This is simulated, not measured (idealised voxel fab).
process module | voxel wiring stack
cross-section cut | 225 nm wide | cells 5 nm
A cross-section is a grid of square cells, given in bands from the top down. A band is one or more rows of cells.
Each band's line starts with the height of the band's top and of its bottom, in nm. Then come its materials from left to right, each with its width in nm. One material with "throughout" fills the band from edge to edge. "air" is empty space.
Height 0 is the level under which the wafer as received is all one material. The lowest band goes on downwards, as in "0 down".
A width such as "30 to 40" changes by the same amount from each row of cells to the next, from the band's top row to its bottom row.
"no change" after a step means that no cell of the cross-section changed.
closed voids: empty space of 8 cells or more with no open way to the top, each as width x height at its distance from the left edge, in nm
after a step's settings: what the simulator itself notes on the step
overlay nm, on a step with a mask: how far to the right of its planned place the mask lay; to the left if negative
plan
1 op RECEIVE | material Si
2 op CONFORMAL_DEP | material SiO2 | thk nm 10
3 op DIRECTIONAL_DEP | material TiN | thk nm 5
4 op DIRECTIONAL_DEP | material Ru | thk nm 20
5 op DIRECTIONAL_DEP | material aC | thk nm 10
6 op PATTERN | tone cover | mask id METAL_1 | material resist | width nm 30 | pitch nm 50 | thk nm 30 | overlay nm 0
7 op DIRECTIONAL_ETCH | etch materials aC | depth nm 10
8 op STRIP | etch materials resist
9 op DIRECTIONAL_ETCH | etch materials Ru | depth nm 20
10 op DIRECTIONAL_ETCH | etch materials TiN | depth nm 5
11 op STRIP | etch materials aC
12 op CONFORMAL_DEP | material SiCN | thk nm 5
13 op FILL_DEP | material lowk | thk nm 5
14 op CMP | height nm 35
15 op CONFORMAL_DEP | material SiCN | thk nm 5
16 op DIRECTIONAL_DEP | material lowk | thk nm 15
17 op MASKED_ETCH | tone open | mask id PLUG_1 | width nm 15 | pitch nm 50 | etch materials lowk | depth nm 15 | overlay nm 0
18 op MASKED_ETCH | tone open | mask id PLUG_1 | width nm 15 | pitch nm 50 | etch materials SiCN | depth nm 5 | overlay nm 0
19 op CONFORMAL_DEP | material TiN | thk nm 5
20 op FILL_DEP | material Cu | thk nm 10
21 op CMP | height nm 55
22 op DIRECTIONAL_DEP | material TiN | thk nm 5
23 op DIRECTIONAL_DEP | material W | thk nm 20
24 op PATTERN | tone cover | mask id METAL_2 | material resist | width nm 30 | pitch nm 50 | thk nm 15 | overlay nm 0
25 op DIRECTIONAL_ETCH | etch materials W | depth nm 20
26 op DIRECTIONAL_ETCH | etch materials TiN | depth nm 5
27 op STRIP | etch materials resist
28 op FILL_DEP | material lowk | thk nm 5
29 op CMP | height nm 80
30 op CONFORMAL_DEP | material SiCN | thk nm 5
31 op DIRECTIONAL_DEP | material SiO2 | thk nm 10
32 op PATTERN | tone open | mask id PLUG_2 | material resist | width nm 15 | pitch nm 100 | thk nm 20 | overlay nm 0
33 op DIRECTIONAL_ETCH | etch materials SiO2 | depth nm 10
34 op DIRECTIONAL_ETCH | etch materials SiCN | depth nm 5
35 op STRIP | etch materials resist
36 op EPI | material Ru | thk nm 10
37 op EPI | material Ru | thk nm 5
38 op DIRECTIONAL_DEP | material TiN | thk nm 5
39 op DIRECTIONAL_DEP | material Ru | thk nm 25
40 op PATTERN | tone cover | mask id METAL_3 | material resist | width nm 30 | pitch nm 50 | thk nm 20 | overlay nm 0
41 op DIRECTIONAL_ETCH | etch materials Ru | depth nm 25
42 op DIRECTIONAL_ETCH | etch materials TiN | depth nm 5
43 op STRIP | etch materials resist
44 op FILL_DEP | material lowk | thk nm 10
45 op CMP | height nm 125
46 op CONFORMAL_DEP | material SiN | thk nm 5
as received, after step 1
  0 down: Si throughout
  closed voids: none
a wafer at the end: this start, this plan, one mistake
  130 to 125: SiN throughout
  125 to 110: lowk 20 | Ru 30 | lowk 20 | Ru 30 | lowk 20 | Ru 30 | lowk 20 | Ru 30 | lowk 25
  110 to 105: lowk 20 | TiN 25 | Ru 5 | lowk 20 | Ru 30 | lowk 20 | TiN 25 | Ru 5 | lowk 20 | Ru 30 | lowk 25
  105 to 100: lowk 10 | Ru 40 | lowk 20 | Ru 30 | lowk 10 | Ru 40 | lowk 20 | Ru 30 | lowk 25
  100 to 95: lowk 10 | Ru 35 | TiN 5 | lowk 20 | TiN 30 | lowk 10 | Ru 35 | TiN 5 | lowk 20 | TiN 30 | lowk 25
  95 to 85: SiO2 20 | Ru 15 | SiO2 85 | Ru 15 | SiO2 90
  85 to 80: SiCN 20 | Ru 15 | SiCN 85 | Ru 15 | SiCN 90
  80 to 60: lowk 20 | W 30 | lowk 20 | W 30 | lowk 20 | W 30 | lowk 20 | W 30 | lowk 25
  60 to 55: lowk 20 | TiN 30 | lowk 20 | TiN 30 | lowk 20 | TiN 30 | lowk 20 | TiN 30 | lowk 25
  55 to 40: lowk 20 | TiN 5 | Cu 5 | TiN 5 | lowk 35 | TiN 5 | Cu 5 | TiN 5 | lowk 35 | TiN 5 | Cu 5 | TiN 5 | lowk 35 | TiN 5 | Cu 5 | TiN 5 | lowk 40
  40 to 35: SiCN 20 | TiN 15 | SiCN 35 | TiN 15 | SiCN 35 | TiN 15 | SiCN 35 | TiN 15 | SiCN 40
  35 to 15: lowk 15 | SiCN 5 | Ru 30 | SiCN 5 | lowk 10 | SiCN 5 | Ru 30 | SiCN 5 | lowk 10 | SiCN 5 | Ru 30 | SiCN 5 | lowk 10 | SiCN 5 | Ru 30 | SiCN 5 | lowk 20
  15 to 10: SiCN 20 | TiN 30 | SiCN 20 | TiN 30 | SiCN 20 | TiN 30 | SiCN 20 | TiN 30 | SiCN 25
  10 to 0: SiO2 throughout
  0 down: Si throughout
  closed voids: none
what went wrong: step 36 was run twice
